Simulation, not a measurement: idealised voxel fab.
process module | voxel plated lines
cross-section cut | 240 nm wide | cells 5 nm
A cross-section is a grid of square cells, given in bands from the top down. A band is one or more rows of cells.
Each band's line starts with the height of the band's top and of its bottom, in nm. Then come its materials from left to right, each with its width in nm. One material with "throughout" fills the band from edge to edge. "air" is empty space.
Height 0 is the level under which the wafer as received is all one material. The lowest band goes on downwards, as in "0 down".
A width such as "30 to 40" changes by the same amount from each row of cells to the next, from the band's top row to its bottom row.
"no change" after a step means that no cell of the cross-section changed.
closed voids: empty space of 8 cells or more with no open way to the top, each as width x height at its distance from the left edge, in nm
after a step's settings: what the simulator itself notes on the step
overlay nm, on a step with a mask: how far to the right of its planned place the mask lay; to the left if negative
plan
1 op RECEIVE | material Si
2 op CONFORMAL_DEP | material Al2O3 | thk nm 10
3 op DIRECTIONAL_DEP | material TiN | thk nm 5
4 op PATTERN | tone open | mask id LINES | material resist | width nm 30 | pitch nm 60 | thk nm 30 | overlay nm 0
5 op EPI | material Ru | thk nm 10
6 op EPI | material Ru | thk nm 10
7 op STRIP | etch materials resist
8 op DIRECTIONAL_ETCH | etch materials TiN | depth nm 5
9 op CONFORMAL_DEP | material SiN | thk nm 5
as received, after step 1
  0 down: Si throughout
  closed voids: none
first wafer at the end, as planned
  40 to 35: air 10 | SiN 40 | air 20 | SiN 40 | air 20 | SiN 40 | air 20 | SiN 40 | air 10
  35 to 15: air 10 | SiN 5 | Ru 30 | SiN 5 | air 20 | SiN 5 | Ru 30 | SiN 5 | air 20 | SiN 5 | Ru 30 | SiN 5 | air 20 | SiN 5 | Ru 30 | SiN 5 | air 10
  15 to 10: SiN 15 | TiN 30 | SiN 30 | TiN 30 | SiN 30 | TiN 30 | SiN 30 | TiN 30 | SiN 15
  10 to 0: Al2O3 throughout
  0 down: Si throughout
  closed voids: none
second wafer at the end: like start, like plan, one mistake
  20 to 15: SiN throughout
  15 to 0: Al2O3 throughout
  0 down: Si throughout
  closed voids: none
what went wrong: step 3 ran as: op DIRECTIONAL_DEP | material Al2O3 | thk nm 5
at the end the second wafer has, in cells: 48 more of Al2O3 | 96 fewer of Ru | 40 fewer of SiN | 24 fewer of TiN
